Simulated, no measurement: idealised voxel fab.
The name of this process module is voxel capacitor over wiring.
The width of the displayed cross-section, cut, is 150 nm; its cells are square, with a size of 5 nm.
For the purposes of this document, a cross-section shall be understood as a grid of square cells, specified as bands listed in top-to-bottom order, each band consisting of one or more rows of cells.
Top height, bottom height, nm. Materials left to right, width each, nm. Single material + "edge to edge" = fills band edge to edge. "empty" = empty.
Height 0 is the level under which the wafer as received is all one material. The lowest band goes on downwards, as in "0 and below".
A width such as "30 to 40" changes by the same amount from each row of cells to the next, from the band's top row to its bottom row.
Step marked "everything unchanged"? Then no cell in the cross-section changed in it.
The list in "Completely sealed voids" covers empty spaces of 8 cells or more that cannot reach the top through any open way, and it gives each as width x height at distance; the distance is from the left edge, and width, height and distance are in nm.
Where a step's line continues beyond its settings, the continuation is a remark by the simulator itself on that step.
overlay nm, on a step with a mask: how far to the right of its planned place the mask lay; to the left if negative
-- The planned process steps are enumerated hereunder
1,RECEIVE (material Si)
2,CONFORMAL_DEP (material SiO2; thk nm 10)
3,DIRECTIONAL_DEP (material TiN; thk nm 5)
4,DIRECTIONAL_DEP (material W; thk nm 15)
5,MASKED_ETCH (tone cover; mask id METAL_1; width nm 30; pitch nm 90; etch materials W; depth nm 15; overlay nm 0)
6,MASKED_ETCH (tone cover; mask id METAL_1; width nm 30; pitch nm 90; etch materials TiN; depth nm 5; overlay nm 0)
7,CONFORMAL_DEP (material SiCN; thk nm 5)
8,FILL_DEP (material lowk; thk nm 5)
9,CMP (height nm 30)
10,CONFORMAL_DEP (material SiCN; thk nm 5)
11,DIRECTIONAL_DEP (material lowk; thk nm 15)
12,MASKED_ETCH (tone open; mask id PLUG_1; width nm 15; etch materials lowk; depth nm 15; overlay nm 0)
13,MASKED_ETCH (tone open; mask id PLUG_1; width nm 15; etch materials SiCN; depth nm 5; overlay nm 0)
14,EPI (material Ru; thk nm 10)
15,EPI (material Ru; thk nm 10)
16,DIRECTIONAL_DEP (material TiN; thk nm 10)
17,DIRECTIONAL_DEP (material SiN; thk nm 5)
18,DIRECTIONAL_DEP (material TiN; thk nm 10)
19,DIRECTIONAL_DEP (material aC; thk nm 15)
20,PATTERN (tone cover; mask id UPPER_PLATE; material resist; width nm 65; thk nm 35; overlay nm 0)
21,DIRECTIONAL_ETCH (etch materials aC; depth nm 15)
22,STRIP (etch materials resist)
23,DIRECTIONAL_ETCH (etch materials TiN; depth nm 10)
24,DIRECTIONAL_ETCH (etch materials SiN; depth nm 5)
25,STRIP (etch materials aC)
26,DIRECTIONAL_DEP (material aC; thk nm 15)
27,PATTERN (tone cover; mask id LOWER_PLATE; material resist; width nm 75; thk nm 35; overlay nm 0)
28,DIRECTIONAL_ETCH (etch materials aC; depth nm 15)
29,STRIP (etch materials resist)
30,DIRECTIONAL_ETCH (etch materials TiN; depth nm 10)
31,STRIP (etch materials aC)
32,FILL_DEP (material SiO2; thk nm 15)
33,CMP (height nm 85)
34,PATTERN (tone open; mask id PLUG_2; material resist; width nm 15; thk nm 20; overlay nm 0)
35,DIRECTIONAL_ETCH (etch materials SiO2; depth nm 10)
36,STRIP (etch materials resist)
37,CONFORMAL_DEP (material TiN; thk nm 5)
38,FILL_DEP (material Cu; thk nm 10)
39,CMP (height nm 85)
40,CONFORMAL_DEP (material SiCN; thk nm 5)
-- Cross-section of the incoming wafer, state after step 1
    0 and below | Si edge to edge
    Completely sealed voids: none
-- Look at the cross-section after the module: the wafer started out the way shown above and the plan was the one shown above, yet one mistake was made along the way
    90 down to 85 | SiCN edge to edge
    85 down to 80 | SiO2: 40; TiN: 5; Cu: 5; TiN: 5; SiO2: 95
    80 down to 75 | SiO2: 40; TiN: 15; SiO2: 95
    75 down to 65 | SiO2: 30; TiN: 65; SiO2: 55
    65 down to 60 | SiO2: 30; SiN: 65; SiO2: 55
    60 down to 50 | SiO2: 25; TiN: 75; SiO2: 50
    50 down to 35 | lowk: 30; Ru: 20; lowk: 100
    35 down to 30 | SiCN: 30; Ru: 15; SiCN: 105
    30 down to 15 | lowk: 10; SiCN: 5; W: 30; SiCN: 5; lowk: 50; SiCN: 5; W: 30; SiCN: 5; lowk: 10
    15 down to 10 | SiCN: 15; TiN: 30; SiCN: 60; TiN: 30; SiCN: 15
    10 down to 0 | SiO2 edge to edge
    0 and below | Si edge to edge
    Completely sealed voids: none
What was done differently from what was planned? so step 12 ended up running with a different setting than we planned, it ran as MASKED_ETCH (tone open; mask id PLUG_1; width nm 20; etch materials lowk; depth nm 15; overlay nm 0)
